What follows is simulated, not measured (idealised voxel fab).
The document below concerns the process module designated voxel quadruple lines.
Square cells of 5 nm make up the cross-section cut, whose width is 280 nm.
In what follows, cross-sections appear as grids of square cells, described through bands that run from the top down, where every band is one or more rows of cells.
Band: top height; bottom height; in nm. Then, left to right: material with width in nm, for each material. "throughout": a single material spanning edge to edge. "blank": empty space.
Note: height 0 marks the level under which the wafer is uniformly one material as received. Lowest band unbounded below, written "0 down".
When a width is written as two numbers, as in "30 to 40", the first number is the width in the top row of cells of the band and the second is the width in its bottom row, and the width changes by the same amount from each row to the next.
Step marked "left unchanged"? Then no cell in the cross-section changed in it.
Listed in "closed voids": every empty space of 8 or more cells without an open way to the top. Form: width x height at distance, the distance being from the left edge, all in nm.
Post-settings text on a step line: simulator's own remark regarding the step.
overlay nm: how far to the right of its planned place the mask lay on this masked step (negative: to the left).

# The planned process steps are enumerated hereunder
1 RECEIVE with material Si
2 CONFORMAL_DEP with material SiO2, thk nm 10
3 DIRECTIONAL_DEP with material W, thk nm 10
4 DIRECTIONAL_DEP with material polySi, thk nm 20
5 DIRECTIONAL_DEP with material aC, thk nm 20
6 PATTERN with tone cover, mask id MANDREL, material resist, width nm 20, pitch nm 60, thk nm 25, overlay nm -15
7 DIRECTIONAL_ETCH with etch materials aC, depth nm 20
8 STRIP with etch materials resist
9 CONFORMAL_DEP with material SiO2, thk nm 10
10 DIRECTIONAL_ETCH with etch materials SiO2, depth nm 10
11 STRIP with etch materials aC
12 DIRECTIONAL_ETCH with etch materials polySi, depth nm 20
13 STRIP with etch materials SiO2
14 CONFORMAL_DEP with material SiCN, thk nm 5
15 DIRECTIONAL_ETCH with etch materials SiCN, depth nm 5
16 STRIP with etch materials polySi
17 DIRECTIONAL_ETCH with etch materials W, depth nm 10
18 STRIP with etch materials SiCN
Don't read the plan's overlay nm for step 6 as applying to every wafer: that's the first wafer's value, and the wafers differ in it, though they all start identical.

# Here's the first of the wafers in cross-section, just as we got it, i.e. after step 1
    0 down = Si throughout
    closed voids: none

# Per-wafer rows below. For each material: cells gained (+) or lost (-) since the wafer was received, as of end of module. Then: closed voids
overlay nm -15, +112 SiO2, +16 W, closed voids: none
overlay nm -10, +112 SiO2, +16 W, closed voids: none
overlay nm -5, +112 SiO2, +16 W, closed voids: none
overlay nm 0, +112 SiO2, +16 W, closed voids: none
overlay nm 5, +112 SiO2, +16 W, closed voids: none
overlay nm 10, +112 SiO2, +16 W, closed voids: none
overlay nm 15, +112 SiO2, +16 W, closed voids: none
